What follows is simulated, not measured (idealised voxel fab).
process module | voxel ribs on slabs
cross-section cut | 255 nm wide | cells 5 nm
A cross-section is a grid of square cells, given in bands from the top down. A band is one or more rows of cells.
Each band's line starts with the height of the band's top and of its bottom, in nm. Then come its materials from left to right, each with its width in nm. One material with "throughout" fills the band from edge to edge. "air" is empty space.
Height 0 is the level under which the wafer as received is all one material. The lowest band goes on downwards, as in "0 down".
A width such as "30 to 40" changes by the same amount from each row of cells to the next, from the band's top row to its bottom row.
"no change" after a step means that no cell of the cross-section changed.
closed voids: empty space of 8 cells or more with no open way to the top, each as width x height at its distance from the left edge, in nm
after a step's settings: what the simulator itself notes on the step
overlay nm, on a step with a mask: how far to the right of its planned place the mask lay; to the left if negative
plan
1 op RECEIVE | material Si
2 op DIRECTIONAL_DEP | material SiO2 | thk nm 30
3 op DIRECTIONAL_DEP | material SiN | thk nm 15
4 op MASKED_ETCH | tone cover | mask id RIB | width nm 20 | etch materials SiN | depth nm 5 | overlay nm 0
5 op PATTERN | tone cover | mask id SLAB | material resist | width nm 70 | thk nm 20 | overlay nm 0
6 op DIRECTIONAL_ETCH | etch materials SiN | depth nm 10
7 op STRIP | etch materials resist
8 op FILL_DEP | material SiO2 | thk nm 25
9 op CMP | height nm 60
10 op DIRECTIONAL_DEP | material W | thk nm 10
11 op DIRECTIONAL_DEP | material aC | thk nm 15
12 op PATTERN | tone cover | mask id HEATER | material resist | width nm 30 | thk nm 35 | overlay nm 0
13 op DIRECTIONAL_ETCH | etch materials aC | depth nm 15
14 op STRIP | etch materials resist
15 op DIRECTIONAL_ETCH | etch materials W | depth nm 10
16 op STRIP | etch materials aC
17 op CONFORMAL_DEP | material SiO2 | thk nm 5
as received, after step 1
  0 down: Si throughout
  closed voids: none
a wafer at the end: this start, this plan, one mistake
  70 to 60: air 110 | W 30 | air 115
  60 to 45: SiO2 throughout
  45 to 40: SiO2 115 | SiN 20 | SiO2 120
  40 to 30: SiO2 90 | SiN 70 | SiO2 95
  30 to 0: SiO2 throughout
  0 down: Si throughout
  closed voids: none
what went wrong: step 17 was left out
